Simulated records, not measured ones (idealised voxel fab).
Process module heading - voxel self aligned contacts
Cross-sectional view cut (width: 180 nm; square cell size: 5 nm).
The cross-sections in this document take the form of a grid made of square cells. They are written out as bands, in order from top to bottom. Each band consists of one or more rows of cells.
Per band: top height and bottom height in nm, followed by the left-to-right materials and their widths in nm; "everywhere" marks a single material spanning edge to edge, "air" marks empty space.
All heights in this document are referenced to 0, defined as the level beneath which the wafer, as received, consists entirely of one material. The lowest band is not bounded below; it extends indefinitely downward and is written in the form "top 0, no bottom".
Quick explanation for "30 to 40": the width changes in equal steps down the rows of cells, from the first number in the band's top row to the second number in its bottom row.
Where a step carries "nothing different", the cross-section came out of it unchanged, cell for cell.
Entry "Closed cavities" = empty spaces >= 8 cells with no open way to the top; each as width x height at distance, distance from left edge, all nm.
What comes after the settings on a step's line is commentary from the simulator itself on that step.
The "overlay nm" setting may appear on a step's line; for a step that uses a mask, it gives how far to the right of its planned position the mask lay, and a negative value indicates the left.
# Intended process steps
1: RECEIVE with material Si
2: CONFORMAL_DEP with material SiO2, thk nm 5
3: DIRECTIONAL_DEP with material polySi, thk nm 25
4: DIRECTIONAL_DEP with material SiN, thk nm 20
5: PATTERN with tone cover, mask id GATE, material resist, width nm 35, pitch nm 70, thk nm 15, overlay nm 0
6: DIRECTIONAL_ETCH with etch materials SiN, depth nm 20
7: DIRECTIONAL_ETCH with etch materials polySi, depth nm 25
8: STRIP with etch materials resist
9: CONFORMAL_DEP with material SiN, thk nm 5
10: DIRECTIONAL_ETCH with etch materials SiN, depth nm 5
11: FILL_DEP with material SiO2, thk nm 15
12: CMP with height nm 60
13: MASKED_ETCH with tone open, mask id CONTACT, width nm 55, etch materials SiO2, depth nm 60, overlay nm 0
14: CONFORMAL_DEP with material TiN, thk nm 5
15: FILL_DEP with material W, thk nm 5
16: CMP with height nm 60
17: CONFORMAL_DEP with material SiN, thk nm 5
# Cross-section: wafer on arrival = after step 1
	top 0, no bottom: Si everywhere
	Closed cavities: none
# Wafer cross-section at module end: first of two, run to plan
	top 65, bottom 60: SiN everywhere
	top 60, bottom 50: SiO2=60 | TiN=5 to 20 | W=45 to 15 | TiN=5 to 20 | SiO2=65
	top 50, bottom 30: SiO2=30 | SiN=45 | TiN=5 | W=15 | TiN=5 | SiN=45 | SiO2=35
	top 30, bottom 5: SiO2=30 | SiN=5 | polySi=35 | SiN=5 | TiN=5 | W=15 | TiN=5 | SiN=5 | polySi=35 | SiN=5 | SiO2=35
	top 5, bottom 0: SiO2=75 | TiN=25 | SiO2=80
	top 0, no bottom: Si everywhere
	Closed cavities: none
# Cross-section, wafer two of two, end of module: same start and plan as wafer one, one error in execution
	top 65, bottom 60: SiN everywhere
	top 60, bottom 50: SiO2=60 | TiN=5 to 20 | W=45 to 15 | TiN=5 to 20 | SiO2=65
	top 50, bottom 35: SiO2=30 | SiN=45 | TiN=5 | W=15 | TiN=5 | SiN=45 | SiO2=35
	top 35, bottom 30: SiO2=30 | SiN=45 | TiN=25 | SiN=45 | SiO2=35
	top 30, bottom 5: W everywhere
	top 5, bottom 0: SiO2 everywhere
	top 0, no bottom: Si everywhere
	Closed cavities: none
Deviation noted in wafer processing: step 3 was run on a setting that differed from the plan, and what really ran there is DIRECTIONAL_DEP with material W, thk nm 25
FYI, end of process, the second wafer has more or fewer cells of some materials than the first: SiN -20, SiO2 -60, TiN -12, W +162, polySi -70
